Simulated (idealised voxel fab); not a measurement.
process module | voxel plated lines
Cross-sectional view cut (width: 300 nm; square cell size: 5 nm).
For the purposes of this document, a cross-section shall be understood as a grid of square cells, specified as bands listed in top-to-bottom order, each band consisting of one or more rows of cells. Heights first: top, then bottom, in nm. Then materials, left to right, each with a width in nm. "throughout" on a single material: fills the band edge to edge. "empty": empty space. Below 0: as-received wafer, all one material; heights counted from there. Lowest band: no bottom, goes on down, written "0 -> down". It should be noted that a width expressed as "30 to 40" varies in equal increments from row to row of cells within the band, taking the value of the first number at the top row and that of the second number at the bottom row. The designation "remained unchanged", where it is given for a processing step, indicates that no cell of the cross-section was altered in the course of that step. If an empty space has no open way to the top and is at least 8 cells in size, "Closed voids list" lists it, written width x height at distance, where distance is measured from the left edge and every value is in nm. On a step's line, text after the settings is the simulator commenting on that step. A step's line can hold "overlay nm"; with a mask on that step, the setting says how far right of the planned place the mask lay, while a negative setting says it lay to the left.
## The following list gives the planned process steps
| 1 | RECEIVE: material Si |
| 2 | CONFORMAL_DEP: material Al2O3, thk nm 10 |
| 3 | DIRECTIONAL_DEP: material TiN, thk nm 5 |
| 4 | PATTERN: tone open, mask id LINES, material resist, width nm 15, pitch nm 45, thk nm 35, overlay nm 0 |
| 5 | EPI: material Ru, thk nm 10 |
| 6 | EPI: material Ru, thk nm 10 |
| 7 | EPI: material Ru, thk nm 10 |
| 8 | STRIP: etch materials resist |
| 9 | DIRECTIONAL_ETCH: etch materials TiN, depth nm 5 |
| 10 | CONFORMAL_DEP: material SiN, thk nm 5 |
## First of two wafers, with the run carried out as planned
## As-received wafer cross-section (after step 1)
- 0 -> down | Si throughout
- Closed voids list: none
## State of the wafer after step 2, shown in cross-section
- 10 -> 0 | Al2O3 throughout
- Heights below 0 show no change.
## State of the wafer after step 3, shown in cross-section
- 15 -> 10 | TiN throughout
- Heights below 10 show no change.
## State of the wafer after step 4, shown in cross-section
- 50 -> 15 | 95 resist, 15 empty, 30 resist, 15 empty, 30 resist, 15 empty, 100 resist
- Heights below 15 show no change.
## State of the wafer after step 5, shown in cross-section
- 50 -> 25 | 95 resist, 15 empty, 30 resist, 15 empty, 30 resist, 15 empty, 100 resist
- 25 -> 15 | 95 resist, 15 Ru, 30 resist, 15 Ru, 30 resist, 15 Ru, 100 resist
- Heights below 15 show no change.
## State of the wafer after step 6, shown in cross-section
- 50 -> 35 | 95 resist, 15 empty, 30 resist, 15 empty, 30 resist, 15 empty, 100 resist
- 35 -> 15 | 95 resist, 15 Ru, 30 resist, 15 Ru, 30 resist, 15 Ru, 100 resist
- Heights below 15 show no change.
## State of the wafer after step 7, shown in cross-section
- 50 -> 45 | 95 resist, 15 empty, 30 resist, 15 empty, 30 resist, 15 empty, 100 resist
- 45 -> 15 | 95 resist, 15 Ru, 30 resist, 15 Ru, 30 resist, 15 Ru, 100 resist
- Heights below 15 show no change.
## State of the wafer after step 8, shown in cross-section
- 45 -> 15 | 95 empty, 15 Ru, 30 empty, 15 Ru, 30 empty, 15 Ru, 100 empty
- Heights below 15 show no change.
## State of the wafer after step 9, shown in cross-section
- 45 -> 15 | 95 empty, 15 Ru, 30 empty, 15 Ru, 30 empty, 15 Ru, 100 empty
- 15 -> 10 | 95 empty, 15 TiN, 30 empty, 15 TiN, 30 empty, 15 TiN, 100 empty
- Heights below 10 show no change.
## State of the wafer after step 10, shown in cross-section
- 50 -> 45 | 90 empty, 25 SiN, 20 empty, 25 SiN, 20 empty, 25 SiN, 95 empty
- 45 -> 15 | 90 empty, 5 SiN, 15 Ru, 5 SiN, 20 empty, 5 SiN, 15 Ru, 5 SiN, 20 empty, 5 SiN, 15 Ru, 5 SiN, 95 empty
- 15 -> 10 | 95 SiN, 15 TiN, 30 SiN, 15 TiN, 30 SiN, 15 TiN, 100 SiN
- Heights below 10 show no change.
## Wafer two. Identical start, identical plan. One mistake in execution. Identical history through step 4
## The second wafer in cross-section, at the planned close of step 7
- 50 -> 35 | 95 resist, 15 empty, 30 resist, 15 empty, 30 resist, 15 empty, 100 resist
- 35 -> 15 | 95 resist, 15 Ru, 30 resist, 15 Ru, 30 resist, 15 Ru, 100 resist
- Heights below 15 show no change.
## The second wafer in cross-section, at the planned close of step 8
- 35 -> 15 | 95 empty, 15 Ru, 30 empty, 15 Ru, 30 empty, 15 Ru, 100 empty
- Heights below 15 show no change.
## The second wafer in cross-section, at the planned close of step 9
- 35 -> 15 | 95 empty, 15 Ru, 30 empty, 15 Ru, 30 empty, 15 Ru, 100 empty
- 15 -> 10 | 95 empty, 15 TiN, 30 empty, 15 TiN, 30 empty, 15 TiN, 100 empty
- Heights below 10 show no change.
## The second wafer in cross-section, at the planned close of step 10
- 40 -> 35 | 90 empty, 25 SiN, 20 empty, 25 SiN, 20 empty, 25 SiN, 95 empty
- 35 -> 15 | 90 empty, 5 SiN, 15 Ru, 5 SiN, 20 empty, 5 SiN, 15 Ru, 5 SiN, 20 empty, 5 SiN, 15 Ru, 5 SiN, 95 empty
- 15 -> 10 | 95 SiN, 15 TiN, 30 SiN, 15 TiN, 30 SiN, 15 TiN, 100 SiN
- Heights below 10 show no change.
Want to know what went wrong? the sequence lacks one of the identical steps 5, 6 and 7, and which one cannot be told
Materials where the second wafer ends with more or fewer cells than the first: 18 fewer of Ru; 12 fewer of SiN
